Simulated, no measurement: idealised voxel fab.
process module | voxel tone inversion
cross-section cut | 140 nm wide | cells 5 nm
A cross-section is a grid of square cells, given in bands from the top down. A band is one or more rows of cells.
Each band's line starts with the height of the band's top and of its bottom, in nm. Then come its materials from left to right, each with its width in nm. One material with "throughout" fills the band from edge to edge. "air" is empty space.
Height 0 is the level under which the wafer as received is all one material. The lowest band goes on downwards, as in "0 down".
A width such as "30 to 40" changes by the same amount from each row of cells to the next, from the band's top row to its bottom row.
"no change" after a step means that no cell of the cross-section changed.
closed voids: empty space of 8 cells or more with no open way to the top, each as width x height at its distance from the left edge, in nm
after a step's settings: what the simulator itself notes on the step
overlay nm, on a step with a mask: how far to the right of its planned place the mask lay; to the left if negative
plan
1 op RECEIVE | material Si
2 op CONFORMAL_DEP | material SiCN | thk nm 10
3 op DIRECTIONAL_DEP | material aC | thk nm 20
4 op PATTERN | tone cover | mask id POSTS | material resist | width nm 15 | pitch nm 45 | thk nm 30 | overlay nm 0
5 op DIRECTIONAL_ETCH | etch materials aC | depth nm 20
6 op STRIP | etch materials resist
7 op FILL_DEP | material lowk | thk nm 5
8 op CMP | height nm 30
9 op STRIP | etch materials aC
as received, after step 1
  0 down: Si throughout
  closed voids: none
first wafer at the end, as planned
  30 to 10: lowk 40 | air 15 | lowk 30 | air 15 | lowk 40
  10 to 0: SiCN throughout
  0 down: Si throughout
  closed voids: none
second wafer at the end: like start, like plan, one mistake
  30 to 20: SiCN throughout
  20 to 0: aC throughout
  0 down: Si throughout
  closed voids: none
what went wrong: steps 2 and 3 were swapped
at the end the second wafer has, in cells: 112 more of aC | 88 fewer of lowk
